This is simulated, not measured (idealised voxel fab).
Title: Process Module voxel self aligned contacts
cross-section cut | 195 nm wide | cells 5 nm
Cross-section layout: square cells on a grid; listed as bands, top to bottom; a band spans one or more cell rows. Heights first: top, then bottom, in nm. Then materials, left to right, each with a width in nm. "throughout" on a single material: fills the band edge to edge. "air": empty space. A quick word on heights: they are counted from 0, and under that level the wafer as it came to us is one material throughout. The lowest band is different from the rest in having no bottom; it simply continues downward, written as in "0 -> down". Width "30 to 40": first value at the band's top row of cells, second value at its bottom row, equal change from row to row. Reading "everything unchanged" for a step: not a cell of the cross-section changed in it. "Listed closed voids" enumerates empty spaces isolated from the top, with no open way to it, that contain at least 8 cells, giving each as width x height at distance from the left edge, all three in nm. Step line, after settings: the simulator's comment on this step. overlay nm: on a step with a mask, how far right of its planned place the mask lay; negative means left.
SET OUT BELOW ARE THE PLANNED STEPS OF THE PROCESS
1,RECEIVE with material Si
2,CONFORMAL_DEP with material SiO2, thk nm 5
3,DIRECTIONAL_DEP with material polySi, thk nm 25
4,DIRECTIONAL_DEP with material SiN, thk nm 25
5,DIRECTIONAL_DEP with material aC, thk nm 15
6,PATTERN with tone cover, mask id GATE, material resist, width nm 25, pitch nm 65, thk nm 35, overlay nm 0
7,DIRECTIONAL_ETCH with etch materials aC, depth nm 15
8,STRIP with etch materials resist
9,DIRECTIONAL_ETCH with etch materials SiN, depth nm 25
10,DIRECTIONAL_ETCH with etch materials polySi, depth nm 25
11,STRIP with etch materials aC
12,CONFORMAL_DEP with material SiN, thk nm 10
13,DIRECTIONAL_ETCH with etch materials SiN, depth nm 10
14,FILL_DEP with material SiO2, thk nm 15
15,CMP with height nm 60
16,MASKED_ETCH with tone open, mask id CONTACT, width nm 50, etch materials SiO2, depth nm 60, overlay nm 0
17,CONFORMAL_DEP with material TiN, thk nm 5
18,FILL_DEP with material Ru, thk nm 5
19,CMP with height nm 60
20,CONFORMAL_DEP with material SiN, thk nm 5
RUN AS PLANNED: FIRST OF TWO WAFERS
AS RECEIVED (POST STEP 1): CROSS-SECTION
* 0 -> down = Si throughout
* Listed closed voids: none
YOU'RE LOOKING AT A CROSS-SECTION OF THE WAFER AFTER STEP 2
* 5 -> 0 = SiO2 throughout
* All layers under 0 are left as they were.
YOU'RE LOOKING AT A CROSS-SECTION OF THE WAFER AFTER STEP 3
* 30 -> 5 = polySi throughout
* All layers under 5 are left as they were.
YOU'RE LOOKING AT A CROSS-SECTION OF THE WAFER AFTER STEP 4
* 55 -> 30 = SiN throughout
* All layers under 30 are left as they were.
YOU'RE LOOKING AT A CROSS-SECTION OF THE WAFER AFTER STEP 5
* 70 -> 55 = aC throughout
* All layers under 55 are left as they were.
YOU'RE LOOKING AT A CROSS-SECTION OF THE WAFER AFTER STEP 6
* 105 -> 70 = air=50, resist=25, air=40, resist=25, air=55
* All layers under 70 are left as they were.
YOU'RE LOOKING AT A CROSS-SECTION OF THE WAFER AFTER STEP 7
* 90 -> 70 = air=50, resist=25, air=40, resist=25, air=55
* 70 -> 55 = air=50, aC=25, air=40, aC=25, air=55
* All layers under 55 are left as they were.
YOU'RE LOOKING AT A CROSS-SECTION OF THE WAFER AFTER STEP 8
* 70 -> 55 = air=50, aC=25, air=40, aC=25, air=55
* All layers under 55 are left as they were.
YOU'RE LOOKING AT A CROSS-SECTION OF THE WAFER AFTER STEP 9
* 70 -> 55 = air=50, aC=25, air=40, aC=25, air=55
* 55 -> 30 = air=50, SiN=25, air=40, SiN=25, air=55
* All layers under 30 are left as they were.
YOU'RE LOOKING AT A CROSS-SECTION OF THE WAFER AFTER STEP 10
* 70 -> 55 = air=50, aC=25, air=40, aC=25, air=55
* 55 -> 30 = air=50, SiN=25, air=40, SiN=25, air=55
* 30 -> 5 = air=50, polySi=25, air=40, polySi=25, air=55
* All layers under 5 are left as they were.
YOU'RE LOOKING AT A CROSS-SECTION OF THE WAFER AFTER STEP 11
* 55 -> 30 = air=50, SiN=25, air=40, SiN=25, air=55
* All layers under 30 are left as they were.
YOU'RE LOOKING AT A CROSS-SECTION OF THE WAFER AFTER STEP 12
* 65 -> 30 = air=40, SiN=45, air=20, SiN=45, air=45
* 30 -> 15 = air=40, SiN=10, polySi=25, SiN=10, air=20, SiN=10, polySi=25, SiN=10, air=45
* 15 -> 5 = SiN=50, polySi=25, SiN=40, polySi=25, SiN=55
* All layers under 5 are left as they were.
YOU'RE LOOKING AT A CROSS-SECTION OF THE WAFER AFTER STEP 13
* 55 -> 30 = air=40, SiN=45, air=20, SiN=45, air=45
* 30 -> 5 = air=40, SiN=10, polySi=25, SiN=10, air=20, SiN=10, polySi=25, SiN=10, air=45
* All layers under 5 are left as they were.
YOU'RE LOOKING AT A CROSS-SECTION OF THE WAFER AFTER STEP 14
* 70 -> 55 = SiO2 throughout
* 55 -> 30 = SiO2=40, SiN=45, SiO2=20, SiN=45, SiO2=45
* 30 -> 5 = SiO2=40, SiN=10, polySi=25, SiN=10, SiO2=20, SiN=10, polySi=25, SiN=10, SiO2=45
* All layers under 5 are left as they were.
YOU'RE LOOKING AT A CROSS-SECTION OF THE WAFER AFTER STEP 15
* 60 -> 55 = SiO2 throughout
* All layers under 55 are left as they were.
YOU'RE LOOKING AT A CROSS-SECTION OF THE WAFER AFTER STEP 16
* 60 -> 55 = SiO2=70, air=50, SiO2=75
* 55 -> 30 = SiO2=40, SiN=45, air=20, SiN=45, SiO2=45
* 30 -> 5 = SiO2=40, SiN=10, polySi=25, SiN=10, air=20, SiN=10, polySi=25, SiN=10, SiO2=45
* 5 -> 0 = SiO2=85, air=20, SiO2=90
* All layers under 0 are left as they were.
YOU'RE LOOKING AT A CROSS-SECTION OF THE WAFER AFTER STEP 17
* 65 -> 60 = TiN=75, air=40, TiN=80
* 60 -> 55 = SiO2=70, TiN=20, air=10, TiN=20, SiO2=75
* 55 -> 30 = SiO2=40, SiN=45, TiN=5, air=10, TiN=5, SiN=45, SiO2=45
* 30 -> 5 = SiO2=40, SiN=10, polySi=25, SiN=10, TiN=5, air=10, TiN=5, SiN=10, polySi=25, SiN=10, SiO2=45
* 5 -> 0 = SiO2=85, TiN=20, SiO2=90
* All layers under 0 are left as they were.
YOU'RE LOOKING AT A CROSS-SECTION OF THE WAFER AFTER STEP 18
* 70 -> 65 = Ru throughout
* 65 -> 60 = TiN=75, Ru=40, TiN=80
* 60 -> 55 = SiO2=70, TiN=20, Ru=10, TiN=20, SiO2=75
* 55 -> 30 = SiO2=40, SiN=45, TiN=5, Ru=10, TiN=5, SiN=45, SiO2=45
* 30 -> 5 = SiO2=40, SiN=10, polySi=25, SiN=10, TiN=5, Ru=10, TiN=5, SiN=10, polySi=25, SiN=10, SiO2=45
* All layers under 5 are left as they were.
YOU'RE LOOKING AT A CROSS-SECTION OF THE WAFER AFTER STEP 19
* 60 -> 55 = SiO2=70, TiN=20, Ru=10, TiN=20, SiO2=75
* All layers under 55 are left as they were.
YOU'RE LOOKING AT A CROSS-SECTION OF THE WAFER AFTER STEP 20
* 65 -> 60 = SiN throughout
* All layers under 60 are left as they were.
THE SECOND WAFER WAS PREPARED FROM THE SAME STARTING POINT AND UNDER THE SAME PLAN AS THE FIRST; ITS PROCESSING CONTAINED ONE MISTAKE, AND IT REMAINS INDISTINGUISHABLE FROM THE FIRST WAFER UP TO AND INCLUDING STEP 15
CROSS-SECTION OF THE SECOND WAFER AT THE TIME STEP 16 OF THE PLAN SHOULD HAVE ENDED
* 60 -> 55 = SiO2=60, air=50, SiO2=85
* 55 -> 30 = SiO2=40, SiN=45, air=20, SiN=45, SiO2=45
* 30 -> 5 = SiO2=40, SiN=10, polySi=25, SiN=10, air=20, SiN=10, polySi=25, SiN=10, SiO2=45
* 5 -> 0 = SiO2=85, air=20, SiO2=90
* All layers under 0 are left as they were.
CROSS-SECTION OF THE SECOND WAFER AT THE TIME STEP 17 OF THE PLAN SHOULD HAVE ENDED
* 65 -> 60 = TiN=65, air=40, TiN=90
* 60 -> 55 = SiO2=60, TiN=30, air=10, TiN=10, SiO2=85
* 55 -> 30 = SiO2=40, SiN=45, TiN=5, air=10, TiN=5, SiN=45, SiO2=45
* 30 -> 5 = SiO2=40, SiN=10, polySi=25, SiN=10, TiN=5, air=10, TiN=5, SiN=10, polySi=25, SiN=10, SiO2=45
* 5 -> 0 = SiO2=85, TiN=20, SiO2=90
* All layers under 0 are left as they were.
CROSS-SECTION OF THE SECOND WAFER AT THE TIME STEP 18 OF THE PLAN SHOULD HAVE ENDED
* 70 -> 65 = Ru throughout
* 65 -> 60 = TiN=65, Ru=40, TiN=90
* 60 -> 55 = SiO2=60, TiN=30, Ru=10, TiN=10, SiO2=85
* 55 -> 30 = SiO2=40, SiN=45, TiN=5, Ru=10, TiN=5, SiN=45, SiO2=45
* 30 -> 5 = SiO2=40, SiN=10, polySi=25, SiN=10, TiN=5, Ru=10, TiN=5, SiN=10, polySi=25, SiN=10, SiO2=45
* All layers under 5 are left as they were.
CROSS-SECTION OF THE SECOND WAFER AT THE TIME STEP 19 OF THE PLAN SHOULD HAVE ENDED
* 60 -> 55 = SiO2=60, TiN=30, Ru=10, TiN=10, SiO2=85
* All layers under 55 are left as they were.
CROSS-SECTION OF THE SECOND WAFER AT THE TIME STEP 20 OF THE PLAN SHOULD HAVE ENDED
* 65 -> 60 = SiN throughout
* All layers under 60 are left as they were.
Run error: step 16 off recipe, ran as MASKED_ETCH with tone open, mask id CONTACT, width nm 50, etch materials SiO2, depth nm 60, overlay nm -10
Heads up: at the end the two wafers have identical cell counts per material, they're just laid out differently.
